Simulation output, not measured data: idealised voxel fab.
You're looking at the process module voxel capacitor over wiring.
The width of the displayed cross-section, cut, is 255 nm; its cells are square, with a size of 5 nm.
We lay out every cross-section as a grid of square cells and spell it out in bands from the top down, where one band means one or more rows of cells.
Within each band entry, the heights of the top and of the bottom of the band appear first, in that order and in nm; the materials of the band then follow from left to right, each with its corresponding width in nm. The designation "throughout" on a single material indicates that it fills the band from edge to edge; the designation "blank" indicates empty space.
Height 0 is the level under which the wafer as received is all one material. The lowest band goes on downwards, as in "0 and below".
Top row gets the first number, bottom row gets the second, and each row in between changes by the same step: that is how a band width like "30->40" works.
The cross-section has no changed cell in any step marked "same as before".
Look at "Closed voids list" for the closed voids: empty spaces with no open path to the top, sized 8 cells or up. Each is width x height at distance, distance from the left edge, all nm.
Anything after a step's settings on that line? It's the simulator's own note about the step.
overlay nm: right-of-plan distance of the mask on a masked step; negative values mean left-of-plan.
### Planned step list for the process
1,RECEIVE | material Si
2,CONFORMAL_DEP | material SiO2 | thk nm 15
3,CONFORMAL_DEP | material SiN | thk nm 5
4,DIRECTIONAL_DEP | material lowk | thk nm 15
5,PATTERN | tone open | mask id METAL_1 | material resist | width nm 30 | pitch nm 90 | thk nm 15 | overlay nm 0
6,DIRECTIONAL_ETCH | etch materials lowk | depth nm 15
7,DIRECTIONAL_ETCH | etch materials SiN | depth nm 5
8,STRIP | etch materials resist
9,CONFORMAL_DEP | material TiN | thk nm 5
10,FILL_DEP | material Ru | thk nm 10
11,CMP | height nm 35
12,CONFORMAL_DEP | material SiCN | thk nm 5
13,DIRECTIONAL_DEP | material lowk | thk nm 10
14,MASKED_ETCH | tone open | mask id PLUG_1 | width nm 15 | etch materials lowk | depth nm 10 | overlay nm 0
15,MASKED_ETCH | tone open | mask id PLUG_1 | width nm 15 | etch materials SiCN | depth nm 5 | overlay nm 0
16,CONFORMAL_DEP | material TiN | thk nm 5
17,FILL_DEP | material Ru | thk nm 5
18,CMP | height nm 50
19,DIRECTIONAL_DEP | material TiN | thk nm 5
20,DIRECTIONAL_DEP | material HfO2 | thk nm 5
21,DIRECTIONAL_DEP | material TiN | thk nm 5
22,PATTERN | tone cover | mask id UPPER_PLATE | material resist | width nm 65 | thk nm 15 | overlay nm 0
23,DIRECTIONAL_ETCH | etch materials TiN | depth nm 5
24,DIRECTIONAL_ETCH | etch materials HfO2 | depth nm 5
25,STRIP | etch materials resist
26,MASKED_ETCH | tone cover | mask id LOWER_PLATE | width nm 75 | etch materials TiN | depth nm 5 | overlay nm 0
27,FILL_DEP | material SiO2 | thk nm 15
28,CMP | height nm 75
29,PATTERN | tone open | mask id PLUG_2 | material resist | width nm 15 | thk nm 15 | overlay nm 0
30,DIRECTIONAL_ETCH | etch materials SiO2 | depth nm 10
31,STRIP | etch materials resist
32,CONFORMAL_DEP | material TiN | thk nm 5
33,FILL_DEP | material Cu | thk nm 5
34,CMP | height nm 75
35,CONFORMAL_DEP | material SiCN | thk nm 5
### This is the cross-section of the wafer as we received it, i.e. after step 1
- 0 and below | Si throughout
- Closed voids list: none
### Wafer cross-section at end of module: start and plan as shown above, one execution error
- 80 down to 75 | SiCN throughout
- 75 down to 70 | SiO2=90; TiN=5; Cu=5; TiN=5; SiO2=150
- 70 down to 60 | SiO2=90->80; TiN=15->65; SiO2=150->110
- 60 down to 55 | SiO2=80; HfO2=65; SiO2=110
- 55 down to 50 | SiO2=75; TiN=75; SiO2=105
- 50 down to 40 | lowk=80; TiN=5; Ru=5; TiN=5; lowk=160
- 40 down to 35 | SiCN=80; TiN=15; SiCN=160
- 35 down to 30 | TiN=70; Ru=20; TiN=70; Ru=20; TiN=75
- 30 down to 20 | lowk=65; TiN=5; Ru=20; TiN=5; lowk=60; TiN=5; Ru=20; TiN=5; lowk=70
- 20 down to 15 | lowk=65; TiN=30; lowk=60; TiN=30; lowk=70
- 15 down to 0 | SiO2 throughout
- 0 and below | Si throughout
- Closed voids list: none
Here's what went sideways: skipped: plan step 3 (never run)
